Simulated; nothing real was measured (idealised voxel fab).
process module | voxel capacitor over wiring
cross-section cut | 175 nm wide | cells 5 nm
A cross-section is a grid of square cells, given in bands from the top down. A band is one or more rows of cells.
Each band's line starts with the height of the band's top and of its bottom, in nm. Then come its materials from left to right, each with its width in nm. One material with "throughout" fills the band from edge to edge. "air" is empty space.
Height 0 is the level under which the wafer as received is all one material. The lowest band goes on downwards, as in "0 down".
A width such as "30 to 40" changes by the same amount from each row of cells to the next, from the band's top row to its bottom row.
"no change" after a step means that no cell of the cross-section changed.
closed voids: empty space of 8 cells or more with no open way to the top, each as width x height at its distance from the left edge, in nm
after a step's settings: what the simulator itself notes on the step
overlay nm, on a step with a mask: how far to the right of its planned place the mask lay; to the left if negative
plan
1 op RECEIVE | material Si
2 op CONFORMAL_DEP | material SiO2 | thk nm 10
3 op DIRECTIONAL_DEP | material TiN | thk nm 5
4 op DIRECTIONAL_DEP | material W | thk nm 20
5 op DIRECTIONAL_DEP | material aC | thk nm 10
6 op PATTERN | tone cover | mask id METAL_1 | material resist | width nm 30 | pitch nm 80 | thk nm 25 | overlay nm 0
7 op DIRECTIONAL_ETCH | etch materials aC | depth nm 10
8 op STRIP | etch materials resist
9 op DIRECTIONAL_ETCH | etch materials W | depth nm 20
10 op DIRECTIONAL_ETCH | etch materials TiN | depth nm 5
11 op STRIP | etch materials aC
12 op CONFORMAL_DEP | material SiCN | thk nm 5
13 op FILL_DEP | material lowk | thk nm 10
14 op CMP | height nm 35
15 op CONFORMAL_DEP | material SiCN | thk nm 5
16 op DIRECTIONAL_DEP | material lowk | thk nm 10
17 op PATTERN | tone open | mask id PLUG_1 | material resist | width nm 15 | thk nm 15 | overlay nm 0
18 op DIRECTIONAL_ETCH | etch materials lowk | depth nm 10
19 op DIRECTIONAL_ETCH | etch materials SiCN | depth nm 5
20 op STRIP | etch materials resist
21 op EPI | material Ru | thk nm 10
22 op EPI | material Ru | thk nm 5
23 op DIRECTIONAL_DEP | material TiN | thk nm 10
24 op DIRECTIONAL_DEP | material SiN | thk nm 5
25 op DIRECTIONAL_DEP | material TiN | thk nm 10
26 op PATTERN | tone cover | mask id UPPER_PLATE | material resist | width nm 55 | thk nm 15 | overlay nm 0
27 op DIRECTIONAL_ETCH | etch materials TiN | depth nm 10
28 op DIRECTIONAL_ETCH | etch materials SiN | depth nm 5
29 op STRIP | etch materials resist
30 op MASKED_ETCH | tone cover | mask id LOWER_PLATE | width nm 65 | etch materials TiN | depth nm 10 | overlay nm 0
31 op FILL_DEP | material SiO2 | thk nm 20
32 op CMP | height nm 90
33 op PATTERN | tone open | mask id PLUG_2 | material resist | width nm 15 | thk nm 15 | overlay nm 0
34 op DIRECTIONAL_ETCH | etch materials SiO2 | depth nm 15
35 op STRIP | etch materials resist
36 op CONFORMAL_DEP | material TiN | thk nm 5
37 op FILL_DEP | material Ru | thk nm 10
38 op CMP | height nm 90
39 op CONFORMAL_DEP | material SiCN | thk nm 5
as received, after step 1
  0 down: Si throughout
  closed voids: none
first wafer at the end, as planned
  95 to 90: SiCN throughout
  90 to 80: SiO2 55 | TiN 5 | Ru 5 | TiN 5 | SiO2 105
  80 to 75: SiO2 55 | TiN 15 | SiO2 105
  75 to 65: SiO2 45 | TiN 55 | SiO2 75
  65 to 60: SiO2 45 | SiN 55 | SiO2 75
  60 to 50: SiO2 40 | TiN 65 | SiO2 70
  50 to 40: lowk 45 | Ru 15 | lowk 115
  40 to 35: SiCN 45 | Ru 15 | SiCN 115
  35 to 15: lowk 25 | SiCN 5 | W 30 | SiCN 5 | lowk 40 | SiCN 5 | W 30 | SiCN 5 | lowk 30
  15 to 10: SiCN 30 | TiN 30 | SiCN 50 | TiN 30 | SiCN 35
  10 to 0: SiO2 throughout
  0 down: Si throughout
  closed voids: none
second wafer at the end: like start, like plan, one mistake
  95 to 90: SiCN throughout
  90 to 80: SiO2 55 | TiN 5 | Ru 5 | TiN 5 | SiO2 105
  80 to 75: SiO2 55 | TiN 15 | SiO2 105
  75 to 65: SiO2 45 | TiN 55 | SiO2 75
  65 to 60: SiO2 45 | SiN 55 | SiO2 75
  60 to 50: SiO2 40 | TiN 65 | SiO2 70
  50 to 40: lowk 45 | Ru 15 | lowk 115
  40 to 35: SiCN 45 | Ru 15 | SiCN 115
  35 to 15: lowk 20 | SiCN 5 | W 40 | SiCN 5 | lowk 30 | SiCN 5 | W 40 | SiCN 5 | lowk 25
  15 to 10: SiCN 25 | TiN 40 | SiCN 40 | TiN 40 | SiCN 30
  10 to 0: SiO2 throughout
  0 down: Si throughout
  closed voids: none
what went wrong: step 6 ran as: op PATTERN | tone cover | mask id METAL_1 | material resist | width nm 40 | pitch nm 80 | thk nm 25 | overlay nm 0
at the end the second wafer has, in cells: 4 fewer of SiCN | 4 more of TiN | 16 more of W | 16 fewer of lowk
